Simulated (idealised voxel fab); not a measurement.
This section sets out a process module, namely voxel self aligned vias.
FYI the section here is cut, 245 nm wide, cells are 5 nm squares.
In this document a cross-section is written as a grid of square cells. It is given as a series of bands, listed from the top down, and a band is one or more rows of cells.
Read a band's entry like this: the first values are the height of its top and the height of its bottom in nm, and what follows is the sequence of materials from left to right, each with its width in nm. Note that "blank" is empty space, and that a single material marked "throughout" reaches across the band from edge to edge.
Height reference: 0 = level under which incoming wafer is all one material. Lowest band: no bottom, runs on downward, e.g. "0..down".
When a width is written as two numbers, as in "30->40", the first number is the width in the top row of cells of the band and the second is the width in its bottom row, and the width changes by the same amount from each row to the next.
You'll sometimes find "no modifications" written for a step, and that's the way of saying that nowhere in the cross-section did a cell change during that step.
The list in "Trapped cavities" covers empty spaces of 8 cells or more that cannot reach the top through any open way, and it gives each as width x height at distance; the distance is from the left edge, and width, height and distance are in nm.
Note: text after step settings on the step line = simulator remark on that step.
overlay nm: for a step with a mask, the amount by which the mask lay right of where it was planned; a negative amount means left of it.

[Listed below are the process steps as planned]
1. RECEIVE | material Si
2. CONFORMAL_DEP | material SiO2 | thk nm 15
3. CONFORMAL_DEP | material SiCN | thk nm 5
4. DIRECTIONAL_DEP | material SiO2 | thk nm 25
5. MASKED_ETCH | tone open | mask id LINES | width nm 20 | pitch nm 65 | etch materials SiO2 | depth nm 25 | overlay nm 0
6. CONFORMAL_DEP | material TiN | thk nm 5
7. FILL_DEP | material W | thk nm 10
8. CMP | height nm 45
9. SELECTIVE_ETCH | etch materials W Ru TiN | depth nm 5
10. FILL_DEP | material SiN | thk nm 5
11. CMP | height nm 45
12. DIRECTIONAL_DEP | material SiO2 | thk nm 15
13. MASKED_ETCH | tone open | mask id VIAS | width nm 50 | pitch nm 65 | etch materials SiO2 | depth nm 15 | overlay nm 0
14. MASKED_ETCH | tone open | mask id VIAS | width nm 50 | pitch nm 65 | etch materials SiN | depth nm 5 | overlay nm 0
15. CONFORMAL_DEP | material TiN | thk nm 5
16. FILL_DEP | material W | thk nm 5
17. CMP | height nm 60
18. CONFORMAL_DEP | material SiCN | thk nm 5
Variable across wafers: step 5 width nm (plan value is that of the first wafer; starting state common to all).

[As-received state after step 1, first of several wafers, cross-section]
	0..down | Si throughout
	Trapped cavities: none

[The first of several wafers, seen in cross-section after the module's last step, step 18]
	65..60 | SiCN throughout
	60..50 | 30 of SiO2, 5 of TiN, 40 of W, 5 of TiN, 15 of SiO2, 5 of TiN, 40 of W, 5 of TiN, 15 of SiO2, 5 of TiN, 40 of W, 5 of TiN, 35 of SiO2
	50..45 | 30 of SiO2, 20 of TiN, 10 of W, 20 of TiN, 15 of SiO2, 20 of TiN, 10 of W, 20 of TiN, 15 of SiO2, 20 of TiN, 10 of W, 20 of TiN, 35 of SiO2
	45..40 | 45 of SiO2, 20 of TiN, 45 of SiO2, 20 of TiN, 45 of SiO2, 20 of TiN, 50 of SiO2
	40..25 | 45 of SiO2, 5 of TiN, 10 of W, 5 of TiN, 45 of SiO2, 5 of TiN, 10 of W, 5 of TiN, 45 of SiO2, 5 of TiN, 10 of W, 5 of TiN, 50 of SiO2
	25..20 | 45 of SiO2, 20 of TiN, 45 of SiO2, 20 of TiN, 45 of SiO2, 20 of TiN, 50 of SiO2
	20..15 | SiCN throughout
	15..0 | SiO2 throughout
	0..down | Si throughout
	Trapped cavities: none

[Here we cross-sectioned the last of the wafers once the module was done]
	65..60 | SiCN throughout
	60..50 | 30 of SiO2, 5 of TiN, 40 of W, 5 of TiN, 15 of SiO2, 5 of TiN, 40 of W, 5 of TiN, 15 of SiO2, 5 of TiN, 40 of W, 5 of TiN, 35 of SiO2
	50..45 | 30 of SiO2, 10 of TiN, 35 of W, 5 of TiN, 15 of SiO2, 10 of TiN, 35 of W, 5 of TiN, 15 of SiO2, 10 of TiN, 35 of W, 5 of TiN, 35 of SiO2
	45..40 | 35 of SiO2, 45 of TiN, 20 of SiO2, 45 of TiN, 20 of SiO2, 45 of TiN, 35 of SiO2
	40..25 | 35 of SiO2, 5 of TiN, 35 of W, 5 of TiN, 20 of SiO2, 5 of TiN, 35 of W, 5 of TiN, 20 of SiO2, 5 of TiN, 35 of W, 5 of TiN, 35 of SiO2
	25..20 | 35 of SiO2, 45 of TiN, 20 of SiO2, 45 of TiN, 20 of SiO2, 45 of TiN, 35 of SiO2
	20..15 | SiCN throughout
	15..0 | SiO2 throughout
	0..down | Si throughout
	Trapped cavities: none

[Tabulated below, wafer by wafer, are the end-of-module results: for each material, the number of cells gained (+) or lost (-) relative to the as-received state, followed by the closed voids]
width nm 20, +98 SiCN, +389 SiO2, +78 TiN, +72 W, Trapped cavities: none
width nm 25, +98 SiCN, +374 SiO2, +81 TiN, +84 W, Trapped cavities: none
width nm 30, +98 SiCN, +359 SiO2, +84 TiN, +96 W, Trapped cavities: none
width nm 35, +98 SiCN, +344 SiO2, +87 TiN, +108 W, Trapped cavities: none
width nm 40, +98 SiCN, +329 SiO2, +90 TiN, +120 W, Trapped cavities: none
width nm 45, +98 SiCN, +314 SiO2, +93 TiN, +132 W, Trapped cavities: none
